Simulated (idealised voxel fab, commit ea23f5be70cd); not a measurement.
A process module follows: voxel wiring stack.
Shown is cross-section cut, with a width of 280 nm and square cells of size 5 nm.
In what follows, cross-sections appear as grids of square cells, described through bands that run from the top down, where every band is one or more rows of cells. Each band's line starts with the height of the band's top and of its bottom, in nm. Then come its materials from left to right, each with its width in nm. One material with "all across" fills the band from edge to edge. "empty" is empty space. Ref level 0: as-received wafer is one material below here. Bottom band extends down with no lower bound ("z 0 and below"). It should be noted that a width expressed as "30..40" varies in equal increments from row to row of cells within the band, taking the value of the first number at the top row and that of the second number at the bottom row. Where a step carries "nothing was modified", the cross-section came out of it unchanged, cell for cell. So "Enclosed void entries" is basically the list of trapped voids: any empty space of 8 cells or more that can't reach the top through an opening. They're written width x height at distance, the distance being from the left edge, and it's all nm. What comes after the settings on a step's line is commentary from the simulator itself on that step. A step's line can hold "overlay nm"; with a mask on that step, the setting says how far right of the planned place the mask lay, while a negative setting says it lay to the left.
Process steps (planned):
- 1: RECEIVE: material Si
- 2: CONFORMAL_DEP: material SiO2, thk nm 10
- 3: DIRECTIONAL_DEP: material TiN, thk nm 5
- 4: DIRECTIONAL_DEP: material W, thk nm 15
- 5: MASKED_ETCH: tone cover, mask id METAL_1, width nm 25, pitch nm 40, etch materials W, depth nm 15, overlay nm 0
- 6: MASKED_ETCH: tone cover, mask id METAL_1, width nm 25, pitch nm 40, etch materials TiN, depth nm 5, overlay nm 0
- 7: CONFORMAL_DEP: material SiCN, thk nm 5
- 8: FILL_DEP: material SiO2, thk nm 5
- 9: CMP: height nm 30
- 10: CONFORMAL_DEP: material SiCN, thk nm 5
- 11: DIRECTIONAL_DEP: material SiO2, thk nm 20
- 12: DIRECTIONAL_DEP: material aC, thk nm 15
- 13: PATTERN: tone open, mask id PLUG_1, material resist, width nm 15, pitch nm 40, thk nm 35, overlay nm 0
- 14: DIRECTIONAL_ETCH: etch materials aC, depth nm 15
- 15: STRIP: etch materials resist
- 16: DIRECTIONAL_ETCH: etch materials SiO2, depth nm 20
- 17: DIRECTIONAL_ETCH: etch materials SiCN, depth nm 5
- 18: STRIP: etch materials aC
- 19: CONFORMAL_DEP: material TiN, thk nm 5
- 20: FILL_DEP: material Cu, thk nm 5
- 21: CMP: height nm 55
- 22: DIRECTIONAL_DEP: material TiN, thk nm 5
- 23: DIRECTIONAL_DEP: material W, thk nm 15
- 24: DIRECTIONAL_DEP: material aC, thk nm 15
- 25: PATTERN: tone cover, mask id METAL_2, material resist, width nm 25, pitch nm 40, thk nm 35, overlay nm 0
- 26: DIRECTIONAL_ETCH: etch materials aC, depth nm 15
- 27: STRIP: etch materials resist
- 28: DIRECTIONAL_ETCH: etch materials W, depth nm 15
- 29: DIRECTIONAL_ETCH: etch materials TiN, depth nm 5
- 30: STRIP: etch materials aC
- 31: CONFORMAL_DEP: material SiN, thk nm 5
- 32: FILL_DEP: material SiO2, thk nm 5
- 33: CMP: height nm 75
- 34: CONFORMAL_DEP: material SiCN, thk nm 5
- 35: DIRECTIONAL_DEP: material lowk, thk nm 30
- 36: MASKED_ETCH: tone open, mask id METAL_3, width nm 25, pitch nm 40, etch materials lowk, depth nm 20, overlay nm 0
- 37: DIRECTIONAL_DEP: material aC, thk nm 15
- 38: PATTERN: tone open, mask id METAL_3_HOLES, material resist, width nm 15, pitch nm 40, thk nm 35, overlay nm 0
- 39: DIRECTIONAL_ETCH: etch materials aC, depth nm 15
- 40: STRIP: etch materials resist
- 41: DIRECTIONAL_ETCH: etch materials lowk, depth nm 10
- 42: DIRECTIONAL_ETCH: etch materials SiCN, depth nm 5
- 43: STRIP: etch materials aC
- 44: CONFORMAL_DEP: material TiN, thk nm 5
- 45: FILL_DEP: material Cu, thk nm 10
- 46: CMP: height nm 110
- 47: CONFORMAL_DEP: material SiCN, thk nm 5
- 48: DIRECTIONAL_DEP: material SiO2, thk nm 15
- 49: DIRECTIONAL_DEP: material aC, thk nm 15
- 50: PATTERN: tone open, mask id PLUG_3, material resist, width nm 15, thk nm 30, overlay nm 0
- 51: DIRECTIONAL_ETCH: etch materials aC, depth nm 15
- 52: STRIP: etch materials resist
- 53: DIRECTIONAL_ETCH: etch materials SiO2, depth nm 15
- 54: DIRECTIONAL_ETCH: etch materials SiCN, depth nm 5
- 55: STRIP: etch materials aC
- 56: CONFORMAL_DEP: material TiN, thk nm 5
- 57: FILL_DEP: material Ru, thk nm 5
- 58: CMP: height nm 130
- 59: DIRECTIONAL_DEP: material TiN, thk nm 5
- 60: DIRECTIONAL_DEP: material Ru, thk nm 25
- 61: DIRECTIONAL_DEP: material aC, thk nm 10
- 62: PATTERN: tone cover, mask id METAL_4, material resist, width nm 25, pitch nm 40, thk nm 25, overlay nm 0
- 63: DIRECTIONAL_ETCH: etch materials aC, depth nm 10
- 64: STRIP: etch materials resist
- 65: DIRECTIONAL_ETCH: etch materials Ru, depth nm 25
- 66: DIRECTIONAL_ETCH: etch materials TiN, depth nm 5
- 67: STRIP: etch materials aC
- 68: CONFORMAL_DEP: material SiN, thk nm 5
- 69: FILL_DEP: material lowk, thk nm 10
- 70: CMP: height nm 160
- 71: CONFORMAL_DEP: material SiCN, thk nm 5
Concerning the first of two wafers, which was run in accordance with the plan:
as received, after step 1:
z 0 and below  Si all across
Enclosed void entries: none
The wafer, seen in cross-section, after step 2:
z 10 to 0  SiO2 all across
Unchanged below 0.
The wafer, seen in cross-section, after step 3:
z 15 to 10  TiN all across
Unchanged below 10.
The wafer, seen in cross-section, after step 4:
z 30 to 15  W all across
Unchanged below 15.
The wafer, seen in cross-section, after step 5:
z 30 to 15  105 of empty; 25 of W; 15 of empty; 25 of W; 110 of empty
Unchanged below 15.
The wafer, seen in cross-section, after step 6:
z 30 to 15  105 of empty; 25 of W; 15 of empty; 25 of W; 110 of empty
z 15 to 10  105 of empty; 25 of TiN; 15 of empty; 25 of TiN; 110 of empty
Unchanged below 10.
The wafer, seen in cross-section, after step 7:
z 35 to 30  100 of empty; 35 of SiCN; 5 of empty; 35 of SiCN; 105 of empty
z 30 to 15  100 of empty; 5 of SiCN; 25 of W; 5 of SiCN; 5 of empty; 5 of SiCN; 25 of W; 5 of SiCN; 105 of empty
z 15 to 10  105 of SiCN; 25 of TiN; 15 of SiCN; 25 of TiN; 110 of SiCN
Unchanged below 10.
The wafer, seen in cross-section, after step 8:
z 40 to 35  SiO2 all across
z 35 to 30  100 of SiO2; 35 of SiCN; 5 of SiO2; 35 of SiCN; 105 of SiO2
z 30 to 15  100 of SiO2; 5 of SiCN; 25 of W; 5 of SiCN; 5 of SiO2; 5 of SiCN; 25 of W; 5 of SiCN; 105 of SiO2
Unchanged below 15.
The wafer, seen in cross-section, after step 9:
z 30 to 15  100 of SiO2; 5 of SiCN; 25 of W; 5 of SiCN; 5 of SiO2; 5 of SiCN; 25 of W; 5 of SiCN; 105 of SiO2
Unchanged below 15.
The wafer, seen in cross-section, after step 10:
z 35 to 30  SiCN all across
Unchanged below 30.
The wafer, seen in cross-section, after step 11:
z 55 to 35  SiO2 all across
Unchanged below 35.
The wafer, seen in cross-section, after step 12:
z 70 to 55  aC all across
Unchanged below 55.
The wafer, seen in cross-section, after step 13:
z 105 to 70  105 of resist; 15 of empty; 25 of resist; 15 of empty; 120 of resist
Unchanged below 70.
The wafer, seen in cross-section, after step 14:
z 90 to 70  105 of resist; 15 of empty; 25 of resist; 15 of empty; 120 of resist
z 70 to 55  105 of aC; 15 of empty; 25 of aC; 15 of empty; 120 of aC
Unchanged below 55.
The wafer, seen in cross-section, after step 15:
z 70 to 55  105 of aC; 15 of empty; 25 of aC; 15 of empty; 120 of aC
Unchanged below 55.
The wafer, seen in cross-section, after step 16:
z 70 to 55  105 of aC; 15 of empty; 25 of aC; 15 of empty; 120 of aC
z 55 to 35  105 of SiO2; 15 of empty; 25 of SiO2; 15 of empty; 120 of SiO2
Unchanged below 35.
The wafer, seen in cross-section, after step 17:
z 70 to 55  105 of aC; 15 of empty; 25 of aC; 15 of empty; 120 of aC
z 55 to 35  105 of SiO2; 15 of empty; 25 of SiO2; 15 of empty; 120 of SiO2
z 35 to 30  105 of SiCN; 15 of empty; 25 of SiCN; 15 of empty; 120 of SiCN
Unchanged below 30.
The wafer, seen in cross-section, after step 18:
z 55 to 35  105 of SiO2; 15 of empty; 25 of SiO2; 15 of empty; 120 of SiO2
Unchanged below 35.
The wafer, seen in cross-section, after step 19:
z 60 to 55  110 of TiN; 5 of empty; 35 of TiN; 5 of empty; 125 of TiN
z 55 to 35  105 of SiO2; 5 of TiN; 5 of empty; 5 of TiN; 25 of SiO2; 5 of TiN; 5 of empty; 5 of TiN; 120 of SiO2
z 35 to 30  105 of SiCN; 15 of TiN; 25 of SiCN; 15 of TiN; 120 of SiCN
Unchanged below 30.
The wafer, seen in cross-section, after step 20:
z 65 to 60  Cu all across
z 60 to 55  110 of TiN; 5 of Cu; 35 of TiN; 5 of Cu; 125 of TiN
z 55 to 35  105 of SiO2; 5 of TiN; 5 of Cu; 5 of TiN; 25 of SiO2; 5 of TiN; 5 of Cu; 5 of TiN; 120 of SiO2
Unchanged below 35.
The wafer, seen in cross-section, after step 21:
z 55 to 35  105 of SiO2; 5 of TiN; 5 of Cu; 5 of TiN; 25 of SiO2; 5 of TiN; 5 of Cu; 5 of TiN; 120 of SiO2
Unchanged below 35.
The wafer, seen in cross-section, after step 22:
z 60 to 55  TiN all across
Unchanged below 55.
The wafer, seen in cross-section, after step 23:
z 75 to 60  W all across
Unchanged below 60.
The wafer, seen in cross-section, after step 24:
z 90 to 75  aC all across
Unchanged below 75.
The wafer, seen in cross-section, after step 25:
z 125 to 90  105 of empty; 25 of resist; 15 of empty; 25 of resist; 110 of empty
Unchanged below 90.
The wafer, seen in cross-section, after step 26:
z 110 to 90  105 of empty; 25 of resist; 15 of empty; 25 of resist; 110 of empty
z 90 to 75  105 of empty; 25 of aC; 15 of empty; 25 of aC; 110 of empty
Unchanged below 75.
The wafer, seen in cross-section, after step 27:
z 90 to 75  105 of empty; 25 of aC; 15 of empty; 25 of aC; 110 of empty
Unchanged below 75.
The wafer, seen in cross-section, after step 28:
z 90 to 75  105 of empty; 25 of aC; 15 of empty; 25 of aC; 110 of empty
z 75 to 60  105 of empty; 25 of W; 15 of empty; 25 of W; 110 of empty
Unchanged below 60.
The wafer, seen in cross-section, after step 29:
z 90 to 75  105 of empty; 25 of aC; 15 of empty; 25 of aC; 110 of empty
z 75 to 60  105 of empty; 25 of W; 15 of empty; 25 of W; 110 of empty
z 60 to 55  105 of empty; 25 of TiN; 15 of empty; 25 of TiN; 110 of empty
Unchanged below 55.
The wafer, seen in cross-section, after step 30:
z 75 to 60  105 of empty; 25 of W; 15 of empty; 25 of W; 110 of empty
Unchanged below 60.
The wafer, seen in cross-section, after step 31:
z 80 to 75  100 of empty; 35 of SiN; 5 of empty; 35 of SiN; 105 of empty
z 75 to 60  100 of empty; 5 of SiN; 25 of W; 5 of SiN; 5 of empty; 5 of SiN; 25 of W; 5 of SiN; 105 of empty
z 60 to 55  105 of SiN; 25 of TiN; 15 of SiN; 25 of TiN; 110 of SiN
Unchanged below 55.
The wafer, seen in cross-section, after step 32:
z 85 to 80  SiO2 all across
z 80 to 75  100 of SiO2; 35 of SiN; 5 of SiO2; 35 of SiN; 105 of SiO2
z 75 to 60  100 of SiO2; 5 of SiN; 25 of W; 5 of SiN; 5 of SiO2; 5 of SiN; 25 of W; 5 of SiN; 105 of SiO2
Unchanged below 60.
The wafer, seen in cross-section, after step 33:
z 75 to 60  100 of SiO2; 5 of SiN; 25 of W; 5 of SiN; 5 of SiO2; 5 of SiN; 25 of W; 5 of SiN; 105 of SiO2
Unchanged below 60.
The wafer, seen in cross-section, after step 34:
z 80 to 75  SiCN all across
Unchanged below 75.
The wafer, seen in cross-section, after step 35:
z 110 to 80  lowk all across
Unchanged below 80.
The wafer, seen in cross-section, after step 36:
z 110 to 90  105 of lowk; 25 of empty; 15 of lowk; 25 of empty; 110 of lowk
Unchanged below 90.
The wafer, seen in cross-section, after step 37:
z 125 to 110  105 of aC; 25 of empty; 15 of aC; 25 of empty; 110 of aC
z 110 to 105  105 of lowk; 25 of empty; 15 of lowk; 25 of empty; 110 of lowk
z 105 to 90  105 of lowk; 25 of aC; 15 of lowk; 25 of aC; 110 of lowk
Unchanged below 90.
The wafer, seen in cross-section, after step 38:
z 160 to 125  105 of resist; 15 of empty; 25 of resist; 15 of empty; 120 of resist
z 125 to 110  105 of aC; 15 of empty; 10 of resist; 15 of aC; 15 of empty; 10 of resist; 110 of aC
z 110 to 105  105 of lowk; 15 of empty; 10 of resist; 15 of lowk; 15 of empty; 10 of resist; 110 of lowk
Unchanged below 105.
The wafer, seen in cross-section, after step 39:
z 145 to 125  105 of resist; 15 of empty; 25 of resist; 15 of empty; 120 of resist
z 125 to 110  105 of aC; 15 of empty; 10 of resist; 15 of aC; 15 of empty; 10 of resist; 110 of aC
z 110 to 105  105 of lowk; 15 of empty; 10 of resist; 15 of lowk; 15 of empty; 10 of resist; 110 of lowk
z 105 to 90  105 of lowk; 15 of empty; 10 of aC; 15 of lowk; 15 of empty; 10 of aC; 110 of lowk
Unchanged below 90.
The wafer, seen in cross-section, after step 40:
z 125 to 110  105 of aC; 25 of empty; 15 of aC; 25 of empty; 110 of aC
z 110 to 105  105 of lowk; 25 of empty; 15 of lowk; 25 of empty; 110 of lowk
Unchanged below 105.
The wafer, seen in cross-section, after step 41:
z 125 to 110  105 of aC; 25 of empty; 15 of aC; 25 of empty; 110 of aC
z 110 to 105  105 of lowk; 25 of empty; 15 of lowk; 25 of empty; 110 of lowk
z 105 to 90  105 of lowk; 15 of empty; 10 of aC; 15 of lowk; 15 of empty; 10 of aC; 110 of lowk
z 90 to 80  105 of lowk; 15 of empty; 25 of lowk; 15 of empty; 120 of lowk
Unchanged below 80.
The wafer, seen in cross-section, after step 42:
z 125 to 110  105 of aC; 25 of empty; 15 of aC; 25 of empty; 110 of aC
z 110 to 105  105 of lowk; 25 of empty; 15 of lowk; 25 of empty; 110 of lowk
z 105 to 90  105 of lowk; 15 of empty; 10 of aC; 15 of lowk; 15 of empty; 10 of aC; 110 of lowk
z 90 to 80  105 of lowk; 15 of empty; 25 of lowk; 15 of empty; 120 of lowk
z 80 to 75  105 of SiCN; 15 of empty; 25 of SiCN; 15 of empty; 120 of SiCN
Unchanged below 75.
The wafer, seen in cross-section, after step 43:
z 110 to 90  105 of lowk; 25 of empty; 15 of lowk; 25 of empty; 110 of lowk
Unchanged below 90.
The wafer, seen in cross-section, after step 44:
z 115 to 110  110 of TiN; 15 of empty; 25 of TiN; 15 of empty; 115 of TiN
z 110 to 95  105 of lowk; 5 of TiN; 15 of empty; 5 of TiN; 15 of lowk; 5 of TiN; 15 of empty; 5 of TiN; 110 of lowk
z 95 to 90  105 of lowk; 5 of TiN; 5 of empty; 15 of TiN; 15 of lowk; 5 of TiN; 5 of empty; 15 of TiN; 110 of lowk
z 90 to 80  105 of lowk; 5 of TiN; 5 of empty; 5 of TiN; 25 of lowk; 5 of TiN; 5 of empty; 5 of TiN; 120 of lowk
z 80 to 75  105 of SiCN; 15 of TiN; 25 of SiCN; 15 of TiN; 120 of SiCN
Unchanged below 75.
The wafer, seen in cross-section, after step 45:
z 125 to 115  Cu all across
z 115 to 110  110 of TiN; 15 of Cu; 25 of TiN; 15 of Cu; 115 of TiN
z 110 to 95  105 of lowk; 5 of TiN; 15 of Cu; 5 of TiN; 15 of lowk; 5 of TiN; 15 of Cu; 5 of TiN; 110 of lowk
z 95 to 90  105 of lowk; 5 of TiN; 5 of Cu; 15 of TiN; 15 of lowk; 5 of TiN; 5 of Cu; 15 of TiN; 110 of lowk
z 90 to 80  105 of lowk; 5 of TiN; 5 of Cu; 5 of TiN; 25 of lowk; 5 of TiN; 5 of Cu; 5 of TiN; 120 of lowk
Unchanged below 80.
The wafer, seen in cross-section, after step 46:
z 110 to 95  105 of lowk; 5 of TiN; 15 of Cu; 5 of TiN; 15 of lowk; 5 of TiN; 15 of Cu; 5 of TiN; 110 of lowk
Unchanged below 95.
The wafer, seen in cross-section, after step 47:
z 115 to 110  SiCN all across
Unchanged below 110.
The wafer, seen in cross-section, after step 48:
z 130 to 115  SiO2 all across
Unchanged below 115.
The wafer, seen in cross-section, after step 49:
z 145 to 130  aC all across
Unchanged below 130.
The wafer, seen in cross-section, after step 50:
z 175 to 145  105 of resist; 15 of empty; 160 of resist
Unchanged below 145.
The wafer, seen in cross-section, after step 51:
z 160 to 145  105 of resist; 15 of empty; 160 of resist
z 145 to 130  105 of aC; 15 of empty; 160 of aC
Unchanged below 130.
The wafer, seen in cross-section, after step 52:
z 145 to 130  105 of aC; 15 of empty; 160 of aC
Unchanged below 130.
The wafer, seen in cross-section, after step 53:
z 145 to 130  105 of aC; 15 of empty; 160 of aC
z 130 to 115  105 of SiO2; 15 of empty; 160 of SiO2
Unchanged below 115.
The wafer, seen in cross-section, after step 54:
z 145 to 130  105 of aC; 15 of empty; 160 of aC
z 130 to 115  105 of SiO2; 15 of empty; 160 of SiO2
z 115 to 110  105 of SiCN; 15 of empty; 160 of SiCN
Unchanged below 110.
The wafer, seen in cross-section, after step 55:
z 130 to 115  105 of SiO2; 15 of empty; 160 of SiO2
Unchanged below 115.
The wafer, seen in cross-section, after step 56:
z 135 to 130  110 of TiN; 5 of empty; 165 of TiN
z 130 to 115  105 of SiO2; 5 of TiN; 5 of empty; 5 of TiN; 160 of SiO2
z 115 to 110  105 of SiCN; 15 of TiN; 160 of SiCN
Unchanged below 110.
The wafer, seen in cross-section, after step 57:
z 140 to 135  Ru all across
z 135 to 130  110 of TiN; 5 of Ru; 165 of TiN
z 130 to 115  105 of SiO2; 5 of TiN; 5 of Ru; 5 of TiN; 160 of SiO2
Unchanged below 115.
The wafer, seen in cross-section, after step 58:
z 130 to 115  105 of SiO2; 5 of TiN; 5 of Ru; 5 of TiN; 160 of SiO2
Unchanged below 115.
The wafer, seen in cross-section, after step 59:
z 135 to 130  TiN all across
Unchanged below 130.
The wafer, seen in cross-section, after step 60:
z 160 to 135  Ru all across
Unchanged below 135.
The wafer, seen in cross-section, after step 61:
z 170 to 160  aC all across
Unchanged below 160.
The wafer, seen in cross-section, after step 62:
z 195 to 170  105 of empty; 25 of resist; 15 of empty; 25 of resist; 110 of empty
Unchanged below 170.
The wafer, seen in cross-section, after step 63:
z 185 to 170  105 of empty; 25 of resist; 15 of empty; 25 of resist; 110 of empty
z 170 to 160  105 of empty; 25 of aC; 15 of empty; 25 of aC; 110 of empty
Unchanged below 160.
The wafer, seen in cross-section, after step 64:
z 170 to 160  105 of empty; 25 of aC; 15 of empty; 25 of aC; 110 of empty
Unchanged below 160.
The wafer, seen in cross-section, after step 65:
z 170 to 160  105 of empty; 25 of aC; 15 of empty; 25 of aC; 110 of empty
z 160 to 135  105 of empty; 25 of Ru; 15 of empty; 25 of Ru; 110 of empty
Unchanged below 135.
The wafer, seen in cross-section, after step 66:
z 170 to 160  105 of empty; 25 of aC; 15 of empty; 25 of aC; 110 of empty
z 160 to 135  105 of empty; 25 of Ru; 15 of empty; 25 of Ru; 110 of empty
z 135 to 130  105 of empty; 25 of TiN; 15 of empty; 25 of TiN; 110 of empty
Unchanged below 130.
The wafer, seen in cross-section, after step 67:
z 160 to 135  105 of empty; 25 of Ru; 15 of empty; 25 of Ru; 110 of empty
Unchanged below 135.
The wafer, seen in cross-section, after step 68:
z 165 to 160  100 of empty; 35 of SiN; 5 of empty; 35 of SiN; 105 of empty
z 160 to 135  100 of empty; 5 of SiN; 25 of Ru; 5 of SiN; 5 of empty; 5 of SiN; 25 of Ru; 5 of SiN; 105 of empty
z 135 to 130  105 of SiN; 25 of TiN; 15 of SiN; 25 of TiN; 110 of SiN
Unchanged below 130.
The wafer, seen in cross-section, after step 69:
z 175 to 165  lowk all across
z 165 to 160  100 of lowk; 35 of SiN; 5 of lowk; 35 of SiN; 105 of lowk
z 160 to 135  100 of lowk; 5 of SiN; 25 of Ru; 5 of SiN; 5 of lowk; 5 of SiN; 25 of Ru; 5 of SiN; 105 of lowk
Unchanged below 135.
The wafer, seen in cross-section, after step 70:
z 160 to 135  100 of lowk; 5 of SiN; 25 of Ru; 5 of SiN; 5 of lowk; 5 of SiN; 25 of Ru; 5 of SiN; 105 of lowk
Unchanged below 135.
The wafer, seen in cross-section, after step 71:
z 165 to 160  SiCN all across
Unchanged below 160.
Regarding the second of the two wafers: it shared the first wafer's starting condition and process plan, yet one error occurred during its execution. Its history coincides with that of the first wafer up to and including step 35:
X-section, second wafer, when step 36 was due to finish:
z 110 to 90  110 of lowk; 20 of empty; 20 of lowk; 20 of empty; 110 of lowk
Unchanged below 90.
X-section, second wafer, when step 37 was due to finish:
z 125 to 110  110 of aC; 20 of empty; 20 of aC; 20 of empty; 110 of aC
z 110 to 105  110 of lowk; 20 of empty; 20 of lowk; 20 of empty; 110 of lowk
z 105 to 90  110 of lowk; 20 of aC; 20 of lowk; 20 of aC; 110 of lowk
Unchanged below 90.
X-section, second wafer, when step 38 was due to finish:
z 160 to 125  105 of resist; 15 of empty; 25 of resist; 15 of empty; 120 of resist
z 125 to 110  110 of aC; 10 of empty; 10 of resist; 20 of aC; 10 of empty; 10 of resist; 110 of aC
z 110 to 105  110 of lowk; 10 of empty; 10 of resist; 20 of lowk; 10 of empty; 10 of resist; 110 of lowk
Unchanged below 105.
X-section, second wafer, when step 39 was due to finish:
z 145 to 125  105 of resist; 15 of empty; 25 of resist; 15 of empty; 120 of resist
z 125 to 110  105 of aC; 15 of empty; 10 of resist; 15 of aC; 15 of empty; 10 of resist; 110 of aC
z 110 to 105  110 of lowk; 10 of empty; 10 of resist; 20 of lowk; 10 of empty; 10 of resist; 110 of lowk
z 105 to 90  110 of lowk; 10 of empty; 10 of aC; 20 of lowk; 10 of empty; 10 of aC; 110 of lowk
Unchanged below 90.
X-section, second wafer, when step 40 was due to finish:
z 125 to 110  105 of aC; 25 of empty; 15 of aC; 25 of empty; 110 of aC
z 110 to 105  110 of lowk; 20 of empty; 20 of lowk; 20 of empty; 110 of lowk
Unchanged below 105.
X-section, second wafer, when step 41 was due to finish:
z 125 to 110  105 of aC; 25 of empty; 15 of aC; 25 of empty; 110 of aC
z 110 to 105  105 of lowk; 25 of empty; 15 of lowk; 25 of empty; 110 of lowk
z 105 to 100  105 of lowk; 15 of empty; 10 of aC; 15 of lowk; 15 of empty; 10 of aC; 110 of lowk
z 100 to 90  110 of lowk; 10 of empty; 10 of aC; 20 of lowk; 10 of empty; 10 of aC; 110 of lowk
z 90 to 80  110 of lowk; 10 of empty; 30 of lowk; 10 of empty; 120 of lowk
Unchanged below 80.
X-section, second wafer, when step 42 was due to finish:
z 125 to 110  105 of aC; 25 of empty; 15 of aC; 25 of empty; 110 of aC
z 110 to 105  105 of lowk; 25 of empty; 15 of lowk; 25 of empty; 110 of lowk
z 105 to 100  105 of lowk; 15 of empty; 10 of aC; 15 of lowk; 15 of empty; 10 of aC; 110 of lowk
z 100 to 90  110 of lowk; 10 of empty; 10 of aC; 20 of lowk; 10 of empty; 10 of aC; 110 of lowk
z 90 to 80  110 of lowk; 10 of empty; 30 of lowk; 10 of empty; 120 of lowk
z 80 to 75  110 of SiCN; 10 of empty; 30 of SiCN; 10 of empty; 120 of SiCN
Unchanged below 75.
X-section, second wafer, when step 43 was due to finish:
z 110 to 100  105 of lowk; 25 of empty; 15 of lowk; 25 of empty; 110 of lowk
z 100 to 90  110 of lowk; 20 of empty; 20 of lowk; 20 of empty; 110 of lowk
Unchanged below 90.
X-section, second wafer, when step 44 was due to finish:
z 115 to 110  110 of TiN; 15 of empty; 25 of TiN; 15 of empty; 115 of TiN
z 110 to 100  105 of lowk; 5..10 of TiN; 15..10 of empty; 5 of TiN; 15 of lowk; 5..10 of TiN; 15..10 of empty; 5 of TiN; 110 of lowk
z 100 to 95  110 of lowk; 5 of TiN; 10 of empty; 5 of TiN; 20 of lowk; 5 of TiN; 10 of empty; 5 of TiN; 110 of lowk
z 95 to 90  110 of lowk; 20 of TiN; 20 of lowk; 20 of TiN; 110 of lowk
z 90 to 80  110 of lowk; 10 of TiN; 30 of lowk; 10 of TiN; 120 of lowk
z 80 to 75  110 of SiCN; 10 of TiN; 30 of SiCN; 10 of TiN; 120 of SiCN
Unchanged below 75.
X-section, second wafer, when step 45 was due to finish:
z 125 to 115  Cu all across
z 115 to 110  110 of TiN; 15 of Cu; 25 of TiN; 15 of Cu; 115 of TiN
z 110 to 100  105 of lowk; 5..10 of TiN; 15..10 of Cu; 5 of TiN; 15 of lowk; 5..10 of TiN; 15..10 of Cu; 5 of TiN; 110 of lowk
z 100 to 95  110 of lowk; 5 of TiN; 10 of Cu; 5 of TiN; 20 of lowk; 5 of TiN; 10 of Cu; 5 of TiN; 110 of lowk
Unchanged below 95.
X-section, second wafer, when step 46 was due to finish:
z 110 to 100  105 of lowk; 5..10 of TiN; 15..10 of Cu; 5 of TiN; 15 of lowk; 5..10 of TiN; 15..10 of Cu; 5 of TiN; 110 of lowk
Unchanged below 100.
X-section, second wafer, when step 47 was due to finish:
z 115 to 110  SiCN all across
Unchanged below 110.
X-section, second wafer, when step 48 was due to finish:
z 130 to 115  SiO2 all across
Unchanged below 115.
X-section, second wafer, when step 49 was due to finish:
z 145 to 130  aC all across
Unchanged below 130.
X-section, second wafer, when step 50 was due to finish:
z 175 to 145  105 of resist; 15 of empty; 160 of resist
Unchanged below 145.
X-section, second wafer, when step 51 was due to finish:
z 160 to 145  105 of resist; 15 of empty; 160 of resist
z 145 to 130  105 of aC; 15 of empty; 160 of aC
Unchanged below 130.
X-section, second wafer, when step 52 was due to finish:
z 145 to 130  105 of aC; 15 of empty; 160 of aC
Unchanged below 130.
X-section, second wafer, when step 53 was due to finish:
z 145 to 130  105 of aC; 15 of empty; 160 of aC
z 130 to 115  105 of SiO2; 15 of empty; 160 of SiO2
Unchanged below 115.
X-section, second wafer, when step 54 was due to finish:
z 145 to 130  105 of aC; 15 of empty; 160 of aC
z 130 to 115  105 of SiO2; 15 of empty; 160 of SiO2
z 115 to 110  105 of SiCN; 15 of empty; 160 of SiCN
Unchanged below 110.
X-section, second wafer, when step 55 was due to finish:
z 130 to 115  105 of SiO2; 15 of empty; 160 of SiO2
Unchanged below 115.
X-section, second wafer, when step 56 was due to finish:
z 135 to 130  110 of TiN; 5 of empty; 165 of TiN
z 130 to 115  105 of SiO2; 5 of TiN; 5 of empty; 5 of TiN; 160 of SiO2
z 115 to 110  105 of SiCN; 15 of TiN; 160 of SiCN
Unchanged below 110.
X-section, second wafer, when step 57 was due to finish:
z 140 to 135  Ru all across
z 135 to 130  110 of TiN; 5 of Ru; 165 of TiN
z 130 to 115  105 of SiO2; 5 of TiN; 5 of Ru; 5 of TiN; 160 of SiO2
Unchanged below 115.
X-section, second wafer, when step 58 was due to finish:
z 130 to 115  105 of SiO2; 5 of TiN; 5 of Ru; 5 of TiN; 160 of SiO2
Unchanged below 115.
X-section, second wafer, when step 59 was due to finish:
z 135 to 130  TiN all across
Unchanged below 130.
X-section, second wafer, when step 60 was due to finish:
z 160 to 135  Ru all across
Unchanged below 135.
X-section, second wafer, when step 61 was due to finish:
z 170 to 160  aC all across
Unchanged below 160.
X-section, second wafer, when step 62 was due to finish:
z 195 to 170  105 of empty; 25 of resist; 15 of empty; 25 of resist; 110 of empty
Unchanged below 170.
X-section, second wafer, when step 63 was due to finish:
z 185 to 170  105 of empty; 25 of resist; 15 of empty; 25 of resist; 110 of empty
z 170 to 160  105 of empty; 25 of aC; 15 of empty; 25 of aC; 110 of empty
Unchanged below 160.
X-section, second wafer, when step 64 was due to finish:
z 170 to 160  105 of empty; 25 of aC; 15 of empty; 25 of aC; 110 of empty
Unchanged below 160.
X-section, second wafer, when step 65 was due to finish:
z 170 to 160  105 of empty; 25 of aC; 15 of empty; 25 of aC; 110 of empty
z 160 to 135  105 of empty; 25 of Ru; 15 of empty; 25 of Ru; 110 of empty
Unchanged below 135.
X-section, second wafer, when step 66 was due to finish:
z 170 to 160  105 of empty; 25 of aC; 15 of empty; 25 of aC; 110 of empty
z 160 to 135  105 of empty; 25 of Ru; 15 of empty; 25 of Ru; 110 of empty
z 135 to 130  105 of empty; 25 of TiN; 15 of empty; 25 of TiN; 110 of empty
Unchanged below 130.
X-section, second wafer, when step 67 was due to finish:
z 160 to 135  105 of empty; 25 of Ru; 15 of empty; 25 of Ru; 110 of empty
Unchanged below 135.
X-section, second wafer, when step 68 was due to finish:
z 165 to 160  100 of empty; 35 of SiN; 5 of empty; 35 of SiN; 105 of empty
z 160 to 135  100 of empty; 5 of SiN; 25 of Ru; 5 of SiN; 5 of empty; 5 of SiN; 25 of Ru; 5 of SiN; 105 of empty
z 135 to 130  105 of SiN; 25 of TiN; 15 of SiN; 25 of TiN; 110 of SiN
Unchanged below 130.
X-section, second wafer, when step 69 was due to finish:
z 175 to 165  lowk all across
z 165 to 160  100 of lowk; 35 of SiN; 5 of lowk; 35 of SiN; 105 of lowk
z 160 to 135  100 of lowk; 5 of SiN; 25 of Ru; 5 of SiN; 5 of lowk; 5 of SiN; 25 of Ru; 5 of SiN; 105 of lowk
Unchanged below 135.
X-section, second wafer, when step 70 was due to finish:
z 160 to 135  100 of lowk; 5 of SiN; 25 of Ru; 5 of SiN; 5 of lowk; 5 of SiN; 25 of Ru; 5 of SiN; 105 of lowk
Unchanged below 135.
X-section, second wafer, when step 71 was due to finish:
z 165 to 160  SiCN all across
Unchanged below 160.
Against the plan, the run slipped here: not per plan at step 36, really ran MASKED_ETCH: tone open, mask id METAL_3, width nm 20, pitch nm 40, etch materials lowk, depth nm 20, overlay nm 0
Final tally in cells, some materials are higher or lower on the second wafer than on the first: -10 Cu | +2 SiCN | +8 lowk
